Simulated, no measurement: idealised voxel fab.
process module | voxel capacitor over wiring
cross-section cut | 275 nm wide | cells 5 nm
A cross-section is a grid of square cells, given in bands from the top down. A band is one or more rows of cells.
Each band's line starts with the height of the band's top and of its bottom, in nm. Then come its materials from left to right, each with its width in nm. One material with "throughout" fills the band from edge to edge. "air" is empty space.
Height 0 is the level under which the wafer as received is all one material. The lowest band goes on downwards, as in "0 down".
A width such as "30 to 40" changes by the same amount from each row of cells to the next, from the band's top row to its bottom row.
"no change" after a step means that no cell of the cross-section changed.
closed voids: empty space of 8 cells or more with no open way to the top, each as width x height at its distance from the left edge, in nm
after a step's settings: what the simulator itself notes on the step
overlay nm, on a step with a mask: how far to the right of its planned place the mask lay; to the left if negative
plan
1 op RECEIVE | material Si
2 op CONFORMAL_DEP | material SiO2 | thk nm 10
3 op DIRECTIONAL_DEP | material TiN | thk nm 5
4 op DIRECTIONAL_DEP | material Ru | thk nm 15
5 op DIRECTIONAL_DEP | material aC | thk nm 10
6 op PATTERN | tone cover | mask id METAL_1 | material resist | width nm 25 | pitch nm 85 | thk nm 30 | overlay nm 0
7 op DIRECTIONAL_ETCH | etch materials aC | depth nm 10
8 op STRIP | etch materials resist
9 op DIRECTIONAL_ETCH | etch materials Ru | depth nm 15
10 op DIRECTIONAL_ETCH | etch materials TiN | depth nm 5
11 op STRIP | etch materials aC
12 op CONFORMAL_DEP | material SiN | thk nm 5
13 op FILL_DEP | material lowk | thk nm 5
14 op CMP | height nm 30
15 op CONFORMAL_DEP | material SiCN | thk nm 5
16 op DIRECTIONAL_DEP | material lowk | thk nm 20
17 op PATTERN | tone open | mask id PLUG_1 | material resist | width nm 15 | thk nm 15 | overlay nm 0
18 op DIRECTIONAL_ETCH | etch materials lowk | depth nm 20
19 op DIRECTIONAL_ETCH | etch materials SiCN | depth nm 5
20 op STRIP | etch materials resist
21 op EPI | material Ru | thk nm 10
22 op EPI | material Ru | thk nm 10
23 op EPI | material Ru | thk nm 5
24 op DIRECTIONAL_DEP | material TiN | thk nm 5
25 op DIRECTIONAL_DEP | material Al2O3 | thk nm 5
26 op DIRECTIONAL_DEP | material TiN | thk nm 5
27 op PATTERN | tone cover | mask id UPPER_PLATE | material resist | width nm 65 | thk nm 20 | overlay nm 0
28 op DIRECTIONAL_ETCH | etch materials TiN | depth nm 5
29 op DIRECTIONAL_ETCH | etch materials Al2O3 | depth nm 5
30 op STRIP | etch materials resist
31 op PATTERN | tone cover | mask id LOWER_PLATE | material resist | width nm 75 | thk nm 20 | overlay nm 0
32 op DIRECTIONAL_ETCH | etch materials TiN | depth nm 5
33 op STRIP | etch materials resist
34 op FILL_DEP | material SiO2 | thk nm 20
35 op CMP | height nm 85
36 op PATTERN | tone open | mask id PLUG_2 | material resist | width nm 15 | thk nm 20 | overlay nm 0
37 op DIRECTIONAL_ETCH | etch materials SiO2 | depth nm 15
38 op STRIP | etch materials resist
39 op CONFORMAL_DEP | material TiN | thk nm 5
40 op FILL_DEP | material W | thk nm 5
41 op CMP | height nm 85
42 op CONFORMAL_DEP | material SiCN | thk nm 5
first wafer, as planned
as received, after step 1
  0 down: Si throughout
  closed voids: none
after step 2
  10 to 0: SiO2 throughout
  below 0: unchanged
after step 3
  15 to 10: TiN throughout
  below 10: unchanged
after step 4
  30 to 15: Ru throughout
  below 15: unchanged
after step 5
  40 to 30: aC throughout
  below 30: unchanged
after step 6
  70 to 40: air 80 | resist 25 | air 60 | resist 25 | air 85
  below 40: unchanged
after step 7
  60 to 40: air 80 | resist 25 | air 60 | resist 25 | air 85
  40 to 30: air 80 | aC 25 | air 60 | aC 25 | air 85
  below 30: unchanged
after step 8
  40 to 30: air 80 | aC 25 | air 60 | aC 25 | air 85
  below 30: unchanged
after step 9
  40 to 30: air 80 | aC 25 | air 60 | aC 25 | air 85
  30 to 15: air 80 | Ru 25 | air 60 | Ru 25 | air 85
  below 15: unchanged
after step 10
  40 to 30: air 80 | aC 25 | air 60 | aC 25 | air 85
  30 to 15: air 80 | Ru 25 | air 60 | Ru 25 | air 85
  15 to 10: air 80 | TiN 25 | air 60 | TiN 25 | air 85
  below 10: unchanged
after step 11
  30 to 15: air 80 | Ru 25 | air 60 | Ru 25 | air 85
  below 15: unchanged
after step 12
  35 to 30: air 75 | SiN 35 | air 50 | SiN 35 | air 80
  30 to 15: air 75 | SiN 5 | Ru 25 | SiN 5 | air 50 | SiN 5 | Ru 25 | SiN 5 | air 80
  15 to 10: SiN 80 | TiN 25 | SiN 60 | TiN 25 | SiN 85
  below 10: unchanged
after step 13
  40 to 35: lowk throughout
  35 to 30: lowk 75 | SiN 35 | lowk 50 | SiN 35 | lowk 80
  30 to 15: lowk 75 | SiN 5 | Ru 25 | SiN 5 | lowk 50 | SiN 5 | Ru 25 | SiN 5 | lowk 80
  below 15: unchanged
after step 14
  30 to 15: lowk 75 | SiN 5 | Ru 25 | SiN 5 | lowk 50 | SiN 5 | Ru 25 | SiN 5 | lowk 80
  below 15: unchanged
after step 15
  35 to 30: SiCN throughout
  below 30: unchanged
after step 16
  55 to 35: lowk throughout
  below 35: unchanged
after step 17
  70 to 55: resist 90 | air 15 | resist 170
  below 55: unchanged
after step 18
  70 to 55: resist 90 | air 15 | resist 170
  55 to 35: lowk 90 | air 15 | lowk 170
  below 35: unchanged
after step 19
  70 to 55: resist 90 | air 15 | resist 170
  55 to 35: lowk 90 | air 15 | lowk 170
  35 to 30: SiCN 90 | air 15 | SiCN 170
  below 30: unchanged
after step 20
  55 to 35: lowk 90 | air 15 | lowk 170
  below 35: unchanged
after step 21
  55 to 40: lowk 90 | air 15 | lowk 170
  40 to 35: lowk 90 | Ru 15 | lowk 170
  35 to 30: SiCN 90 | Ru 15 | SiCN 170
  below 30: unchanged
after step 22
  55 to 50: lowk 90 | air 15 | lowk 170
  50 to 35: lowk 90 | Ru 15 | lowk 170
  below 35: unchanged
after step 23
  55 to 35: lowk 90 | Ru 15 | lowk 170
  below 35: unchanged
after step 24
  60 to 55: TiN throughout
  below 55: unchanged
after step 25
  65 to 60: Al2O3 throughout
  below 60: unchanged
after step 26
  70 to 65: TiN throughout
  below 65: unchanged
after step 27
  90 to 70: air 90 | resist 65 | air 120
  below 70: unchanged
after step 28
  90 to 70: air 90 | resist 65 | air 120
  70 to 65: air 90 | TiN 65 | air 120
  below 65: unchanged
after step 29
  90 to 70: air 90 | resist 65 | air 120
  70 to 65: air 90 | TiN 65 | air 120
  65 to 60: air 90 | Al2O3 65 | air 120
  below 60: unchanged
after step 30
  70 to 65: air 90 | TiN 65 | air 120
  below 65: unchanged
after step 31
  90 to 70: air 85 | resist 75 | air 115
  70 to 65: air 85 | resist 5 | TiN 65 | resist 5 | air 115
  65 to 60: air 85 | resist 5 | Al2O3 65 | resist 5 | air 115
  below 60: unchanged
after step 32
  90 to 70: air 85 | resist 75 | air 115
  70 to 65: air 85 | resist 5 | TiN 65 | resist 5 | air 115
  65 to 60: air 85 | resist 5 | Al2O3 65 | resist 5 | air 115
  60 to 55: air 85 | TiN 75 | air 115
  below 55: unchanged
after step 33
  70 to 65: air 90 | TiN 65 | air 120
  65 to 60: air 90 | Al2O3 65 | air 120
  below 60: unchanged
after step 34
  90 to 70: SiO2 throughout
  70 to 65: SiO2 90 | TiN 65 | SiO2 120
  65 to 60: SiO2 90 | Al2O3 65 | SiO2 120
  60 to 55: SiO2 85 | TiN 75 | SiO2 115
  below 55: unchanged
after step 35
  85 to 70: SiO2 throughout
  below 70: unchanged
after step 36
  105 to 85: resist 100 | air 15 | resist 160
  below 85: unchanged
after step 37
  105 to 85: resist 100 | air 15 | resist 160
  85 to 70: SiO2 100 | air 15 | SiO2 160
  below 70: unchanged
after step 38
  85 to 70: SiO2 100 | air 15 | SiO2 160
  below 70: unchanged
after step 39
  90 to 85: TiN 105 | air 5 | TiN 165
  85 to 75: SiO2 100 | TiN 5 | air 5 | TiN 5 | SiO2 160
  75 to 65: SiO2 100 to 90 | TiN 15 to 65 | SiO2 160 to 120
  below 65: unchanged
after step 40
  95 to 90: W throughout
  90 to 85: TiN 105 | W 5 | TiN 165
  85 to 75: SiO2 100 | TiN 5 | W 5 | TiN 5 | SiO2 160
  below 75: unchanged
after step 41
  85 to 75: SiO2 100 | TiN 5 | W 5 | TiN 5 | SiO2 160
  below 75: unchanged
after step 42
  90 to 85: SiCN throughout
  below 85: unchanged
second wafer: like start, like plan, one mistake. Through step 20 it matches the first wafer
when step 22 should have ended
  60 to 55: air 85 | Ru 25 | air 165
  55 to 35: lowk 90 | Ru 15 | lowk 170
  35 to 30: SiCN 90 | Ru 15 | SiCN 170
  below 30: unchanged
when step 23 should have ended
  65 to 55: air 80 | Ru 35 | air 160
  below 55: unchanged
when step 24 should have ended
  70 to 65: air 80 | TiN 35 | air 160
  65 to 60: air 80 | Ru 35 | air 160
  60 to 55: TiN 80 | Ru 35 | TiN 160
  below 55: unchanged
when step 25 should have ended
  75 to 70: air 80 | Al2O3 35 | air 160
  70 to 65: air 80 | TiN 35 | air 160
  65 to 60: Al2O3 80 | Ru 35 | Al2O3 160
  below 60: unchanged
when step 26 should have ended
  80 to 75: air 80 | TiN 35 | air 160
  75 to 70: air 80 | Al2O3 35 | air 160
  70 to 65: TiN throughout
  below 65: unchanged
when step 27 should have ended
  100 to 80: air 90 | resist 65 | air 120
  80 to 75: air 80 | TiN 35 | resist 40 | air 120
  75 to 70: air 80 | Al2O3 35 | resist 40 | air 120
  below 70: unchanged
when step 28 should have ended
  100 to 80: air 90 | resist 65 | air 120
  80 to 75: air 90 | TiN 25 | resist 40 | air 120
  75 to 70: air 80 | Al2O3 35 | resist 40 | air 120
  70 to 65: air 80 | TiN 75 | air 120
  below 65: unchanged
when step 29 should have ended
  100 to 80: air 90 | resist 65 | air 120
  80 to 75: air 90 | TiN 25 | resist 40 | air 120
  75 to 70: air 90 | Al2O3 25 | resist 40 | air 120
  70 to 65: air 80 | TiN 75 | air 120
  65 to 60: air 80 | Ru 35 | Al2O3 40 | air 120
  below 60: unchanged
when step 30 should have ended
  80 to 75: air 90 | TiN 25 | air 160
  75 to 70: air 90 | Al2O3 25 | air 160
  below 70: unchanged
when step 31 should have ended
  100 to 80: air 85 | resist 75 | air 115
  80 to 75: air 85 | resist 5 | TiN 25 | resist 45 | air 115
  75 to 70: air 85 | resist 5 | Al2O3 25 | resist 45 | air 115
  70 to 65: air 80 | TiN 75 | resist 5 | air 115
  65 to 60: air 80 | Ru 35 | Al2O3 40 | resist 5 | air 115
  below 60: unchanged
when step 32 should have ended
  100 to 80: air 85 | resist 75 | air 115
  80 to 75: air 85 | resist 5 | TiN 25 | resist 45 | air 115
  75 to 70: air 85 | resist 5 | Al2O3 25 | resist 45 | air 115
  70 to 65: air 85 | TiN 70 | resist 5 | air 115
  65 to 60: air 80 | Ru 35 | Al2O3 40 | resist 5 | air 115
  60 to 55: air 80 | Ru 35 | TiN 45 | air 115
  below 55: unchanged
when step 33 should have ended
  80 to 75: air 90 | TiN 25 | air 160
  75 to 70: air 90 | Al2O3 25 | air 160
  70 to 65: air 85 | TiN 70 | air 120
  65 to 60: air 80 | Ru 35 | Al2O3 40 | air 120
  below 60: unchanged
when step 34 should have ended
  100 to 80: SiO2 throughout
  80 to 75: SiO2 90 | TiN 25 | SiO2 160
  75 to 70: SiO2 90 | Al2O3 25 | SiO2 160
  70 to 65: SiO2 85 | TiN 70 | SiO2 120
  65 to 60: SiO2 80 | Ru 35 | Al2O3 40 | SiO2 120
  60 to 55: SiO2 80 | Ru 35 | TiN 45 | SiO2 115
  below 55: unchanged
when step 35 should have ended
  85 to 80: SiO2 throughout
  below 80: unchanged
when step 36 should have ended
  105 to 85: resist 100 | air 15 | resist 160
  below 85: unchanged
when step 37 should have ended
  105 to 85: resist 100 | air 15 | resist 160
  85 to 80: SiO2 100 | air 15 | SiO2 160
  below 80: unchanged
when step 38 should have ended
  85 to 80: SiO2 100 | air 15 | SiO2 160
  below 80: unchanged
when step 39 should have ended
  90 to 85: TiN 105 | air 5 | TiN 165
  85 to 75: SiO2 100 to 90 | TiN 15 to 25 | SiO2 160
  below 75: unchanged
when step 40 should have ended
  95 to 90: W throughout
  90 to 85: TiN 105 | W 5 | TiN 165
  below 85: unchanged
when step 41 should have ended
  85 to 75: SiO2 100 to 90 | TiN 15 to 25 | SiO2 160
  below 75: unchanged
when step 42 should have ended
  90 to 85: SiCN throughout
  below 85: unchanged
what went wrong: one of the steps 21 and 22, which are alike, was run twice
at the end the second wafer has, in cells: 14 more of Ru | 8 fewer of SiO2 | 4 fewer of TiN | 2 fewer of W
